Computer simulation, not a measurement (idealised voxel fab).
process module | voxel tone inversion
cross-section cut | 140 nm wide | cells 5 nm
A cross-section is a grid of square cells, given in bands from the top down. A band is one or more rows of cells.
Each band's line starts with the height of the band's top and of its bottom, in nm. Then come its materials from left to right, each with its width in nm. One material with "throughout" fills the band from edge to edge. "air" is empty space.
Height 0 is the level under which the wafer as received is all one material. The lowest band goes on downwards, as in "0 down".
A width such as "30 to 40" changes by the same amount from each row of cells to the next, from the band's top row to its bottom row.
"no change" after a step means that no cell of the cross-section changed.
closed voids: empty space of 8 cells or more with no open way to the top, each as width x height at its distance from the left edge, in nm
after a step's settings: what the simulator itself notes on the step
overlay nm, on a step with a mask: how far to the right of its planned place the mask lay; to the left if negative
plan
1 op RECEIVE | material Si
2 op CONFORMAL_DEP | material SiCN | thk nm 10
3 op DIRECTIONAL_DEP | material aC | thk nm 15
4 op PATTERN | tone cover | mask id POSTS | material resist | width nm 15 | pitch nm 30 | thk nm 25 | overlay nm 0
5 op DIRECTIONAL_ETCH | etch materials aC | depth nm 15
6 op STRIP | etch materials resist
7 op FILL_DEP | material lowk | thk nm 10
8 op CMP | height nm 25
9 op STRIP | etch materials aC
as received, after step 1
  0 down: Si throughout
  closed voids: none
first wafer at the end, as planned
  25 to 10: lowk 45 | air 15 | lowk 15 | air 15 | lowk 50
  10 to 0: SiCN throughout
  0 down: Si throughout
  closed voids: none
second wafer at the end: like start, like plan, one mistake
  25 to 10: air 45 | lowk 15 | air 15 | lowk 15 | air 50
  10 to 0: SiCN throughout
  0 down: Si throughout
  closed voids: none
what went wrong: step 4 ran as: op PATTERN | tone open | mask id POSTS | material resist | width nm 15 | pitch nm 30 | thk nm 25 | overlay nm 0
at the end the second wafer has, in cells: 48 fewer of lowk
